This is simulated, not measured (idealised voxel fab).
Process module in this document: voxel spacer lines
Cross-sectional view cut (width: 265 nm; square cell size: 5 nm).
Cross-section format: a grid of square cells, given as bands from top to bottom; each band is one or more rows of cells.
Quick guide to a band line: top height, bottom height (nm) up front; then every material left to right with its width in nm. Only one material and it's marked "edge to edge"? Then it fills the band edge to edge. And "blank" just means empty space.
Heights are reckoned from 0. Under this level, the received wafer is all of one material. The bottommost band is open-ended downward, for example "from 0 down".
When a width is written as two numbers, as in "30..40", the first number is the width in the top row of cells of the band and the second is the width in its bottom row, and the width changes by the same amount from each row to the next.
"remained the same" means the step left every cell of the cross-section as it was.
Entry "Closed void register". Content: empty spaces with no open connection to the top, size 8 cells or greater. Each: width x height at distance. Distance: from left edge. Unit: nm.
after a step's settings: what the simulator itself notes on the step
Regarding "overlay nm": on a step with a mask, it is the distance the mask lay to the right of its planned place; a negative value places it to the left.
Process steps foreseen in the plan
1) RECEIVE | material Si
2) CONFORMAL_DEP | material Al2O3 | thk nm 5
3) DIRECTIONAL_DEP | material W | thk nm 20
4) DIRECTIONAL_DEP | material polySi | thk nm 25
5) PATTERN | tone cover | mask id MANDREL | material resist | width nm 25 | pitch nm 80 | thk nm 30 | overlay nm 0
6) DIRECTIONAL_ETCH | etch materials polySi | depth nm 25
7) STRIP | etch materials resist
8) CONFORMAL_DEP | material SiN | thk nm 15
9) DIRECTIONAL_ETCH | etch materials SiN | depth nm 15
10) STRIP | etch materials polySi
11) DIRECTIONAL_ETCH | etch materials W | depth nm 20
12) STRIP | etch materials SiN
13) FILL_DEP | material SiO2 | thk nm 5
14) CMP | height nm 25
First of the two wafers, run per plan
Cross-section of the incoming wafer, state after step 1
* from 0 down = Si edge to edge
* Closed void register: none
Once step 2 is through, the wafer looks like this in cross-section
* from 5 to 0 = Al2O3 edge to edge
* Anything lower than 0 is untouched.
Once step 3 is through, the wafer looks like this in cross-section
* from 25 to 5 = W edge to edge
* Anything lower than 5 is untouched.
Once step 4 is through, the wafer looks like this in cross-section
* from 50 to 25 = polySi edge to edge
* Anything lower than 25 is untouched.
Once step 5 is through, the wafer looks like this in cross-section
* from 80 to 50 = blank 40 nm  resist 25 nm  blank 55 nm  resist 25 nm  blank 55 nm  resist 25 nm  blank 40 nm
* Anything lower than 50 is untouched.
Once step 6 is through, the wafer looks like this in cross-section
* from 80 to 50 = blank 40 nm  resist 25 nm  blank 55 nm  resist 25 nm  blank 55 nm  resist 25 nm  blank 40 nm
* from 50 to 25 = blank 40 nm  polySi 25 nm  blank 55 nm  polySi 25 nm  blank 55 nm  polySi 25 nm  blank 40 nm
* Anything lower than 25 is untouched.
Once step 7 is through, the wafer looks like this in cross-section
* from 50 to 25 = blank 40 nm  polySi 25 nm  blank 55 nm  polySi 25 nm  blank 55 nm  polySi 25 nm  blank 40 nm
* Anything lower than 25 is untouched.
Once step 8 is through, the wafer looks like this in cross-section
* from 65 to 50 = blank 25 nm  SiN 55 nm  blank 25 nm  SiN 55 nm  blank 25 nm  SiN 55 nm  blank 25 nm
* from 50 to 40 = blank 25 nm  SiN 15 nm  polySi 25 nm  SiN 15 nm  blank 25 nm  SiN 15 nm  polySi 25 nm  SiN 15 nm  blank 25 nm  SiN 15 nm  polySi 25 nm  SiN 15 nm  blank 25 nm
* from 40 to 25 = SiN 40 nm  polySi 25 nm  SiN 55 nm  polySi 25 nm  SiN 55 nm  polySi 25 nm  SiN 40 nm
* Anything lower than 25 is untouched.
Once step 9 is through, the wafer looks like this in cross-section
* from 50 to 25 = blank 25 nm  SiN 15 nm  polySi 25 nm  SiN 15 nm  blank 25 nm  SiN 15 nm  polySi 25 nm  SiN 15 nm  blank 25 nm  SiN 15 nm  polySi 25 nm  SiN 15 nm  blank 25 nm
* Anything lower than 25 is untouched.
Once step 10 is through, the wafer looks like this in cross-section
* from 50 to 25 = blank 25 nm  SiN 15 nm  blank 25 nm  SiN 15 nm  blank 25 nm  SiN 15 nm  blank 25 nm  SiN 15 nm  blank 25 nm  SiN 15 nm  blank 25 nm  SiN 15 nm  blank 25 nm
* Anything lower than 25 is untouched.
Once step 11 is through, the wafer looks like this in cross-section
* from 50 to 25 = blank 25 nm  SiN 15 nm  blank 25 nm  SiN 15 nm  blank 25 nm  SiN 15 nm  blank 25 nm  SiN 15 nm  blank 25 nm  SiN 15 nm  blank 25 nm  SiN 15 nm  blank 25 nm
* from 25 to 5 = blank 25 nm  W 15 nm  blank 25 nm  W 15 nm  blank 25 nm  W 15 nm  blank 25 nm  W 15 nm  blank 25 nm  W 15 nm  blank 25 nm  W 15 nm  blank 25 nm
* Anything lower than 5 is untouched.
Once step 12 is through, the wafer looks like this in cross-section
* from 25 to 5 = blank 25 nm  W 15 nm  blank 25 nm  W 15 nm  blank 25 nm  W 15 nm  blank 25 nm  W 15 nm  blank 25 nm  W 15 nm  blank 25 nm  W 15 nm  blank 25 nm
* Anything lower than 5 is untouched.
Once step 13 is through, the wafer looks like this in cross-section
* from 30 to 25 = SiO2 edge to edge
* from 25 to 5 = SiO2 25 nm  W 15 nm  SiO2 25 nm  W 15 nm  SiO2 25 nm  W 15 nm  SiO2 25 nm  W 15 nm  SiO2 25 nm  W 15 nm  SiO2 25 nm  W 15 nm  SiO2 25 nm
* Anything lower than 5 is untouched.
Once step 14 is through, the wafer looks like this in cross-section
* from 25 to 5 = SiO2 25 nm  W 15 nm  SiO2 25 nm  W 15 nm  SiO2 25 nm  W 15 nm  SiO2 25 nm  W 15 nm  SiO2 25 nm  W 15 nm  SiO2 25 nm  W 15 nm  SiO2 25 nm
* Anything lower than 5 is untouched.
The Second Wafer: Common Origin and Plan, One Mistake in Execution, Identical to the First Through Step 1
Second wafer profile in section, at the moment step 2 of the plan was meant to be complete: remained the same
Second wafer profile in section, at the moment step 3 of the plan was meant to be complete
* from 20 to 0 = W edge to edge
* Anything lower than 0 is untouched.
Second wafer profile in section, at the moment step 4 of the plan was meant to be complete
* from 45 to 20 = polySi edge to edge
* Anything lower than 20 is untouched.
Second wafer profile in section, at the moment step 5 of the plan was meant to be complete
* from 75 to 45 = blank 40 nm  resist 25 nm  blank 55 nm  resist 25 nm  blank 55 nm  resist 25 nm  blank 40 nm
* Anything lower than 45 is untouched.
Second wafer profile in section, at the moment step 6 of the plan was meant to be complete
* from 75 to 45 = blank 40 nm  resist 25 nm  blank 55 nm  resist 25 nm  blank 55 nm  resist 25 nm  blank 40 nm
* from 45 to 20 = blank 40 nm  polySi 25 nm  blank 55 nm  polySi 25 nm  blank 55 nm  polySi 25 nm  blank 40 nm
* Anything lower than 20 is untouched.
Second wafer profile in section, at the moment step 7 of the plan was meant to be complete
* from 45 to 20 = blank 40 nm  polySi 25 nm  blank 55 nm  polySi 25 nm  blank 55 nm  polySi 25 nm  blank 40 nm
* Anything lower than 20 is untouched.
Second wafer profile in section, at the moment step 8 of the plan was meant to be complete
* from 60 to 45 = blank 25 nm  SiN 55 nm  blank 25 nm  SiN 55 nm  blank 25 nm  SiN 55 nm  blank 25 nm
* from 45 to 35 = blank 25 nm  SiN 15 nm  polySi 25 nm  SiN 15 nm  blank 25 nm  SiN 15 nm  polySi 25 nm  SiN 15 nm  blank 25 nm  SiN 15 nm  polySi 25 nm  SiN 15 nm  blank 25 nm
* from 35 to 20 = SiN 40 nm  polySi 25 nm  SiN 55 nm  polySi 25 nm  SiN 55 nm  polySi 25 nm  SiN 40 nm
* Anything lower than 20 is untouched.
Second wafer profile in section, at the moment step 9 of the plan was meant to be complete
* from 45 to 20 = blank 25 nm  SiN 15 nm  polySi 25 nm  SiN 15 nm  blank 25 nm  SiN 15 nm  polySi 25 nm  SiN 15 nm  blank 25 nm  SiN 15 nm  polySi 25 nm  SiN 15 nm  blank 25 nm
* Anything lower than 20 is untouched.
Second wafer profile in section, at the moment step 10 of the plan was meant to be complete
* from 45 to 20 = blank 25 nm  SiN 15 nm  blank 25 nm  SiN 15 nm  blank 25 nm  SiN 15 nm  blank 25 nm  SiN 15 nm  blank 25 nm  SiN 15 nm  blank 25 nm  SiN 15 nm  blank 25 nm
* Anything lower than 20 is untouched.
Second wafer profile in section, at the moment step 11 of the plan was meant to be complete
* from 45 to 20 = blank 25 nm  SiN 15 nm  blank 25 nm  SiN 15 nm  blank 25 nm  SiN 15 nm  blank 25 nm  SiN 15 nm  blank 25 nm  SiN 15 nm  blank 25 nm  SiN 15 nm  blank 25 nm
* from 20 to 0 = blank 25 nm  W 15 nm  blank 25 nm  W 15 nm  blank 25 nm  W 15 nm  blank 25 nm  W 15 nm  blank 25 nm  W 15 nm  blank 25 nm  W 15 nm  blank 25 nm
* Anything lower than 0 is untouched.
Second wafer profile in section, at the moment step 12 of the plan was meant to be complete
* from 20 to 0 = blank 25 nm  W 15 nm  blank 25 nm  W 15 nm  blank 25 nm  W 15 nm  blank 25 nm  W 15 nm  blank 25 nm  W 15 nm  blank 25 nm  W 15 nm  blank 25 nm
* Anything lower than 0 is untouched.
Second wafer profile in section, at the moment step 13 of the plan was meant to be complete
* from 25 to 20 = SiO2 edge to edge
* from 20 to 0 = SiO2 25 nm  W 15 nm  SiO2 25 nm  W 15 nm  SiO2 25 nm  W 15 nm  SiO2 25 nm  W 15 nm  SiO2 25 nm  W 15 nm  SiO2 25 nm  W 15 nm  SiO2 25 nm
* Anything lower than 0 is untouched.
Second wafer profile in section, at the moment step 14 of the plan was meant to be complete: remained the same
Plan not followed: step 2 of the plan did not run at all; it was left out
In the final state, the cell counts of the second wafer exceed or fall short of those of the first for the following materials: Al2O3 -53, SiO2 +53
